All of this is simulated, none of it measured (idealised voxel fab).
The following is a process module called voxel fin reveal.
In the cross-section labelled cut, the width is 215 nm and each square cell is 5 nm.
Think of the cross-section as a grid of square cells. We describe it in bands, top to bottom, and each band covers one or more rows of those cells. Band: top and bottom heights (nm) first, top before bottom; then materials from left to right, widths in nm. "throughout" marks a sole material filling the band edge to edge. "blank" denotes empty space. Height 0 is the level under which the wafer as received is all one material. The lowest band goes on downwards, as in "0..down". With a width like "30 to 40", each row of cells in the band differs from the next by the same amount, the top row carrying the first number and the bottom row the second. Basically "identical to before" means that step didn't change any cell in the cross-section. Empty spaces without an open route to the top, at least 8 cells in extent, make up the entry "Trapped voids"; each is given as width x height at distance, where the distance is measured from the left edge, and all are in nm. Step line, after settings: the simulator's comment on this step. overlay nm: right-of-plan distance of the mask on a masked step; negative values mean left-of-plan.
Steps planned for the process:
1) RECEIVE: material Si
2) CONFORMAL_DEP: material SiN, thk nm 10
3) MASKED_ETCH: tone cover, mask id FINS, width nm 15, pitch nm 35, etch materials SiN, depth nm 10, overlay nm 0
4) MASKED_ETCH: tone cover, mask id FINS, width nm 15, pitch nm 35, etch materials Si, depth nm 35, overlay nm 0
5) FILL_DEP: material SiO2, thk nm 10
6) CMP: height nm 10
7) SELECTIVE_ETCH: etch materials SiO2, depth nm 20
8) STRIP: etch materials SiN
9) CONFORMAL_DEP: material SiO2, thk nm 5
The following pertains to the first of two wafers, which was processed as planned:
As-received wafer cross-section (after step 1):
- 0..down = Si throughout
- Trapped voids: none
How the wafer stands in section after step 2:
- 10..0 = SiN throughout
- Below 0 it's all the same as before, nothing changed down there.
How the wafer stands in section after step 3:
- 10..0 = 80 blank, then 15 SiN, then 20 blank, then 15 SiN, then 85 blank
- Below 0 it's all the same as before, nothing changed down there.
How the wafer stands in section after step 4:
- 10..0 = 80 blank, then 15 SiN, then 20 blank, then 15 SiN, then 85 blank
- 0..-35 = 80 blank, then 15 Si, then 20 blank, then 15 Si, then 85 blank
- Below -35 it's all the same as before, nothing changed down there.
How the wafer stands in section after step 5:
- 20..10 = SiO2 throughout
- 10..0 = 80 SiO2, then 15 SiN, then 20 SiO2, then 15 SiN, then 85 SiO2
- 0..-35 = 80 SiO2, then 15 Si, then 20 SiO2, then 15 Si, then 85 SiO2
- Below -35 it's all the same as before, nothing changed down there.
How the wafer stands in section after step 6:
- 10..0 = 80 SiO2, then 15 SiN, then 20 SiO2, then 15 SiN, then 85 SiO2
- Below 0 it's all the same as before, nothing changed down there.
How the wafer stands in section after step 7:
- 10..0 = 80 blank, then 15 SiN, then 20 blank, then 15 SiN, then 85 blank
- 0..-10 = 80 blank, then 15 Si, then 20 blank, then 15 Si, then 85 blank
- Below -10 it's all the same as before, nothing changed down there.
How the wafer stands in section after step 8:
- 0..-10 = 80 blank, then 15 Si, then 20 blank, then 15 Si, then 85 blank
- Below -10 it's all the same as before, nothing changed down there.
How the wafer stands in section after step 9:
- 5..0 = 75 blank, then 25 SiO2, then 10 blank, then 25 SiO2, then 80 blank
- 0..-5 = 75 blank, then 5 SiO2, then 15 Si, then 5 SiO2, then 10 blank, then 5 SiO2, then 15 Si, then 5 SiO2, then 80 blank
- -5..-35 = 80 SiO2, then 15 Si, then 20 SiO2, then 15 Si, then 85 SiO2
- Below -35 it's all the same as before, nothing changed down there.
Notes, second wafer: start = first wafer's, plan = first wafer's, execution had one mistake; history identical to first through step 8:
Second wafer: cross-section at the scheduled end of step 9: identical to before
What went wrong in running the wafer? step 9 of the plan was omitted and not executed
Per the end-of-run cell counts, the second wafer holds more or fewer of some materials than the first: 51 fewer of SiO2
